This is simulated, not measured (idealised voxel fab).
Documented hereafter: the process module known as voxel lift off.
In the cross-section labelled cut, the width is 215 nm and each square cell is 5 nm.
Cross-section, as written here: a square-cell grid given band by band from the top down, where a band holds one or more rows of cells.
For a band, the entry starts with two heights in nm, that of the top and then that of the bottom, and carries on with the band's materials in order from left to right, each alongside its width in nm; the word "everywhere" beside a single material means it fills the band edge to edge, and "blank" means empty space.
Note: height 0 marks the level under which the wafer is uniformly one material as received. Lowest band unbounded below, written "0 nm and below".
Graded width ("30->40"): value in top row of band = first number; value in bottom row = second number; row-to-row change constant.
You'll sometimes find "changes: none" written for a step, and that's the way of saying that nowhere in the cross-section did a cell change during that step.
Each empty space that has no open way to the top and spans at least 8 cells appears under "Completely sealed voids" as width x height at distance, the distance counted from the left edge, all in nm.
Anything after a step's settings on that line? It's the simulator's own note about the step.
overlay nm: step with mask; distance mask lay right of planned place; negative value = left of planned place.

Steps planned for the process
- 1: RECEIVE [material Si]
- 2: CONFORMAL_DEP [material SiO2] [thk nm 5]
- 3: PATTERN [tone open] [mask id LINES] [material resist] [width nm 30] [pitch nm 45] [thk nm 25] [overlay nm -10]
- 4: DIRECTIONAL_DEP [material Ru] [thk nm 10]
- 5: STRIP [etch materials resist]
- 6: CONFORMAL_DEP [material SiCN] [thk nm 10]
Quick note for whoever runs this: the wafers start identical, but the overlay nm at step 3 isn't the same across them. The plan just shows what the first wafer had.

As-received state after step 1, first of several wafers, cross-section
	0 nm and below | Si everywhere
	Completely sealed voids: none

Cross-sectional representation of the first of several wafers at the end of the module, i.e. after its terminal step, step 6
	25 nm to 15 nm | blank: 5  SiCN: 185  blank: 25
	15 nm to 5 nm | SiCN: 15  Ru: 30  SiCN: 15  Ru: 30  SiCN: 15  Ru: 30  SiCN: 15  Ru: 30  SiCN: 35
	5 nm to 0 nm | SiO2 everywhere
	0 nm and below | Si everywhere
	Completely sealed voids: none

The final wafer, sectioned at module end
	25 nm to 15 nm | blank: 25  SiCN: 185  blank: 5
	15 nm to 5 nm | SiCN: 35  Ru: 30  SiCN: 15  Ru: 30  SiCN: 15  Ru: 30  SiCN: 15  Ru: 30  SiCN: 15
	5 nm to 0 nm | SiO2 everywhere
	0 nm and below | Si everywhere
	Completely sealed voids: none

Below: a row per wafer. Contents at end of module: for every material, cells gained since receipt (+) or lost since receipt (-); then closed voids
overlay nm -10 | +48 Ru | +112 SiCN | +43 SiO2 | Completely sealed voids: none
overlay nm -5 | +48 Ru | +112 SiCN | +43 SiO2 | Completely sealed voids: none
overlay nm 0 | +48 Ru | +112 SiCN | +43 SiO2 | Completely sealed voids: none
overlay nm 5 | +48 Ru | +112 SiCN | +43 SiO2 | Completely sealed voids: none
overlay nm 10 | +48 Ru | +112 SiCN | +43 SiO2 | Completely sealed voids: none
